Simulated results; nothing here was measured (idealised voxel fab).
The name of this process module is voxel wiring stack.
FYI the section here is cut, 210 nm wide, cells are 5 nm squares.
Cross-section layout: square cells on a grid; listed as bands, top to bottom; a band spans one or more cell rows.
This entry defines a band. It first specifies the height of the band's top and the height of its bottom in nm, and then specifies the band's materials from left to right, stating each material with its width in nm. The word "all across" identifies a single material that fills the band from edge to edge, while the word "blank" identifies empty space.
Beneath 0, the wafer as received is one material, and that level is where height counting begins. The lowest band goes on downward without a bottom; it is written like "top 0, no bottom".
So if you see something like "30->40" for the width, read it as the top row of the band sitting at the first number and the bottom row at the second, with every row in between moving by the same amount as the last.
Reading "no change occurred" for a step: not a cell of the cross-section changed in it.
The entry titled "Voids, enclosed" provides the empty spaces that have no open way to the top, restricted to those of 8 cells or more. Each is presented as width x height at distance, the distance being measured from the left edge, with all three in nm.
Formally, on a step line, whatever follows the settings is a remark that the simulator itself makes on the step.
A step's line can hold "overlay nm"; with a mask on that step, the setting says how far right of the planned place the mask lay, while a negative setting says it lay to the left.

Intended process steps:
step 1: RECEIVE: material Si
step 2: CONFORMAL_DEP: material SiO2, thk nm 15
step 3: CONFORMAL_DEP: material SiN, thk nm 5
step 4: DIRECTIONAL_DEP: material SiO2, thk nm 15
step 5: PATTERN: tone open, mask id METAL_1, material resist, width nm 25, pitch nm 50, thk nm 20, overlay nm 0
step 6: DIRECTIONAL_ETCH: etch materials SiO2, depth nm 15
step 7: DIRECTIONAL_ETCH: etch materials SiN, depth nm 5
step 8: STRIP: etch materials resist
step 9: CONFORMAL_DEP: material TiN, thk nm 5
step 10: FILL_DEP: material Cu, thk nm 5
step 11: CMP: height nm 35
step 12: CONFORMAL_DEP: material SiCN, thk nm 5
step 13: DIRECTIONAL_DEP: material lowk, thk nm 25
step 14: DIRECTIONAL_DEP: material aC, thk nm 10
step 15: PATTERN: tone open, mask id METAL_2_HOLES, material resist, width nm 15, pitch nm 50, thk nm 25, overlay nm 0
step 16: DIRECTIONAL_ETCH: etch materials aC, depth nm 10
step 17: STRIP: etch materials resist
step 18: DIRECTIONAL_ETCH: etch materials lowk, depth nm 25
step 19: STRIP: etch materials aC
step 20: PATTERN: tone open, mask id METAL_2, material resist, width nm 25, pitch nm 50, thk nm 20, overlay nm 0
step 21: DIRECTIONAL_ETCH: etch materials lowk, depth nm 15
step 22: DIRECTIONAL_ETCH: etch materials SiCN, depth nm 5
step 23: STRIP: etch materials resist
step 24: CONFORMAL_DEP: material TiN, thk nm 5
step 25: FILL_DEP: material Cu, thk nm 5
step 26: CMP: height nm 65
step 27: CONFORMAL_DEP: material SiCN, thk nm 5
step 28: DIRECTIONAL_DEP: material lowk, thk nm 30
step 29: MASKED_ETCH: tone open, mask id METAL_3, width nm 25, pitch nm 50, etch materials lowk, depth nm 15, overlay nm 0
step 30: DIRECTIONAL_DEP: material aC, thk nm 15
step 31: PATTERN: tone open, mask id METAL_3_HOLES, material resist, width nm 15, pitch nm 50, thk nm 30, overlay nm 0
step 32: DIRECTIONAL_ETCH: etch materials aC, depth nm 15
step 33: STRIP: etch materials resist
step 34: DIRECTIONAL_ETCH: etch materials lowk, depth nm 15
step 35: DIRECTIONAL_ETCH: etch materials SiCN, depth nm 5
step 36: STRIP: etch materials aC
step 37: CONFORMAL_DEP: material TiN, thk nm 5
step 38: FILL_DEP: material Cu, thk nm 10
step 39: CMP: height nm 100
step 40: CONFORMAL_DEP: material SiN, thk nm 5

Shown in cross-section is the wafer as received, that is, as it stands after step 1:
    top 0, no bottom = Si all across
    Voids, enclosed: none

Cross-sectional result after module completion. Note: starting condition and plan are unchanged from above; one processing mistake was made:
    top 105, bottom 100 = SiN all across
    top 100, bottom 90 = 65 of lowk; 5 of TiN; 15 of Cu; 5 of TiN; 25 of lowk; 5 of TiN; 15 of Cu; 5 of TiN; 70 of lowk
    top 90, bottom 85 = 65 of lowk; 5 of TiN; 5 of Cu; 15 of TiN; 25 of lowk; 5 of TiN; 5 of Cu; 15 of TiN; 70 of lowk
    top 85, bottom 70 = 65 of lowk; 5 of TiN; 5 of Cu; 5 of TiN; 35 of lowk; 5 of TiN; 5 of Cu; 5 of TiN; 80 of lowk
    top 70, bottom 65 = 65 of SiCN; 15 of TiN; 35 of SiCN; 15 of TiN; 80 of SiCN
    top 65, bottom 60 = 70 of TiN; 15 of Cu; 35 of TiN; 15 of Cu; 75 of TiN
    top 60, bottom 50 = 65 of lowk; 5 of TiN; 15 of Cu; 5 of TiN; 25 of lowk; 5 of TiN; 15 of Cu; 5 of TiN; 70 of lowk
    top 50, bottom 40 = 65 of lowk; 5 of TiN; 5 of Cu; 15->5 of TiN; 25->35 of lowk; 5 of TiN; 5 of Cu; 15->5 of TiN; 70->80 of lowk
    top 40, bottom 35 = 65 of SiCN; 15 of TiN; 35 of SiCN; 15 of TiN; 80 of SiCN
    top 35, bottom 20 = 65 of SiO2; 5 of TiN; 15 of Cu; 5 of TiN; 25 of SiO2; 5 of TiN; 15 of Cu; 5 of TiN; 70 of SiO2
    top 20, bottom 15 = 65 of SiN; 25 of TiN; 25 of SiN; 25 of TiN; 70 of SiN
    top 15, bottom 0 = SiO2 all across
    top 0, no bottom = Si all across
    Voids, enclosed: none
Deviation noted in wafer processing: step 13 was not run as planned; what actually ran was DIRECTIONAL_DEP: material lowk, thk nm 20
